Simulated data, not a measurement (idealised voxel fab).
This is a process module. Its name is voxel wiring stack.
The cross-section on display is named cut; it measures 225 nm wide, and its cells are 5 nm squares.
How to read a cross-section here: the picture is a grid of square cells, written as bands going from the top down, and any band can span one or more rows of cells. For a band, the entry starts with two heights in nm, that of the top and then that of the bottom, and carries on with the band's materials in order from left to right, each alongside its width in nm; the word "edge to edge" beside a single material means it fills the band edge to edge, and "air" means empty space. Heights are expressed relative to 0, this being the level below which the as-received wafer comprises one material exclusively. The lowest band is unbounded in the downward direction and is denoted as in "top 0, no bottom". Width "30->40": first value at the band's top row of cells, second value at its bottom row, equal change from row to row. It should be understood that the words "remained the same", when stated for a given step, signify that the cross-section underwent no change in any of its cells during that step. In "Closed void inventory" the enclosed voids are listed, meaning empty spaces of 8 cells or larger without any opening to the top. The form is width x height at distance, distance from the left edge, units nm. Heads up: the bit after the settings on a step's line is the simulator's remark on that step. Regarding "overlay nm": on a step with a mask, it is the distance the mask lay to the right of its planned place; a negative value places it to the left.

# These are the steps we planned for the process
1: RECEIVE,material Si
2: CONFORMAL_DEP,material SiO2,thk nm 10
3: CONFORMAL_DEP,material SiN,thk nm 5
4: DIRECTIONAL_DEP,material lowk,thk nm 15
5: MASKED_ETCH,tone open,mask id METAL_1,width nm 20,pitch nm 35,etch materials lowk,depth nm 15,overlay nm 0
6: MASKED_ETCH,tone open,mask id METAL_1,width nm 20,pitch nm 35,etch materials SiN,depth nm 5,overlay nm 0
7: CONFORMAL_DEP,material TiN,thk nm 5
8: FILL_DEP,material Ru,thk nm 5
9: CMP,height nm 30
10: CONFORMAL_DEP,material SiCN,thk nm 5
11: DIRECTIONAL_DEP,material SiO2,thk nm 20
12: MASKED_ETCH,tone open,mask id PLUG_1,width nm 15,pitch nm 35,etch materials SiO2,depth nm 20,overlay nm 0
13: MASKED_ETCH,tone open,mask id PLUG_1,width nm 15,pitch nm 35,etch materials SiCN,depth nm 5,overlay nm 0
14: CONFORMAL_DEP,material TiN,thk nm 5
15: FILL_DEP,material Ru,thk nm 10
16: CMP,height nm 55
17: CONFORMAL_DEP,material SiCN,thk nm 5
18: DIRECTIONAL_DEP,material lowk,thk nm 20
19: PATTERN,tone open,mask id METAL_2,material resist,width nm 20,pitch nm 35,thk nm 20,overlay nm 0
20: DIRECTIONAL_ETCH,etch materials lowk,depth nm 20
21: DIRECTIONAL_ETCH,etch materials SiCN,depth nm 5
22: STRIP,etch materials resist
23: CONFORMAL_DEP,material TiN,thk nm 5
24: FILL_DEP,material W,thk nm 5
25: CMP,height nm 80
26: CONFORMAL_DEP,material SiCN,thk nm 5
27: DIRECTIONAL_DEP,material SiO2,thk nm 15
28: PATTERN,tone open,mask id PLUG_2,material resist,width nm 15,pitch nm 35,thk nm 20,overlay nm 0
29: DIRECTIONAL_ETCH,etch materials SiO2,depth nm 15
30: DIRECTIONAL_ETCH,etch materials SiCN,depth nm 5
31: STRIP,etch materials resist
32: EPI,material Ru,thk nm 10
33: EPI,material Ru,thk nm 10
34: DIRECTIONAL_DEP,material TiN,thk nm 5
35: DIRECTIONAL_DEP,material Ru,thk nm 25
36: MASKED_ETCH,tone cover,mask id METAL_3,width nm 20,pitch nm 35,etch materials Ru,depth nm 25,overlay nm 0
37: MASKED_ETCH,tone cover,mask id METAL_3,width nm 20,pitch nm 35,etch materials TiN,depth nm 5,overlay nm 0
38: CONFORMAL_DEP,material SiCN,thk nm 5
39: FILL_DEP,material lowk,thk nm 5
40: CMP,height nm 130
41: CONFORMAL_DEP,material SiCN,thk nm 5

# Incoming wafer, cross-sectional view, post step 1
top 0, no bottom = Si edge to edge
Closed void inventory: none

# What the wafer looks like in cross-section after this module, when it starts as shown above and follows the plan above but one mistake is made in running it
top 135, bottom 130 = SiCN edge to edge
top 130, bottom 105 = 60 of lowk / 5 of SiCN / 20 of Ru / 5 of SiCN / 5 of lowk / 5 of SiCN / 20 of Ru / 5 of SiCN / 5 of lowk / 5 of SiCN / 20 of Ru / 5 of SiCN / 65 of lowk
top 105, bottom 100 = 65 of SiCN / 20 of TiN / 15 of SiCN / 20 of TiN / 15 of SiCN / 20 of TiN / 70 of SiCN
top 100, bottom 85 = 65 of SiO2 / 15 of Ru / 20 of SiO2 / 15 of Ru / 20 of SiO2 / 15 of Ru / 75 of SiO2
top 85, bottom 80 = 65 of SiCN / 15 of Ru / 20 of SiCN / 15 of Ru / 20 of SiCN / 15 of Ru / 75 of SiCN
top 80, bottom 60 = 65 of lowk / 5 of TiN / 10 of W / 5 of TiN / 15 of lowk / 5 of TiN / 10 of W / 5 of TiN / 15 of lowk / 5 of TiN / 10 of W / 5 of TiN / 70 of lowk
top 60, bottom 55 = 65 of SiCN / 20 of TiN / 15 of SiCN / 20 of TiN / 15 of SiCN / 20 of TiN / 70 of SiCN
top 55, bottom 35 = 65 of SiO2 / 5 of TiN / 5 of Ru / 5 of TiN / 20 of SiO2 / 5 of TiN / 5 of Ru / 5 of TiN / 20 of SiO2 / 5 of TiN / 5 of Ru / 5 of TiN / 75 of SiO2
top 35, bottom 30 = 65 of SiCN / 15 of TiN / 20 of SiCN / 15 of TiN / 20 of SiCN / 15 of TiN / 75 of SiCN
top 30, bottom 15 = 70 of lowk / 5 of TiN / 5 of Ru / 5 of TiN / 20 of lowk / 5 of TiN / 5 of Ru / 5 of TiN / 20 of lowk / 5 of TiN / 5 of Ru / 5 of TiN / 70 of lowk
top 15, bottom 10 = 70 of SiN / 15 of TiN / 20 of SiN / 15 of TiN / 20 of SiN / 15 of TiN / 70 of SiN
top 10, bottom 0 = SiO2 edge to edge
top 0, no bottom = Si edge to edge
Closed void inventory: none
In executing the process, a mistake was made relative to the plan: step 5 deviated from plan and actually ran as MASKED_ETCH,tone open,mask id METAL_1,width nm 15,pitch nm 35,etch materials lowk,depth nm 15,overlay nm 0
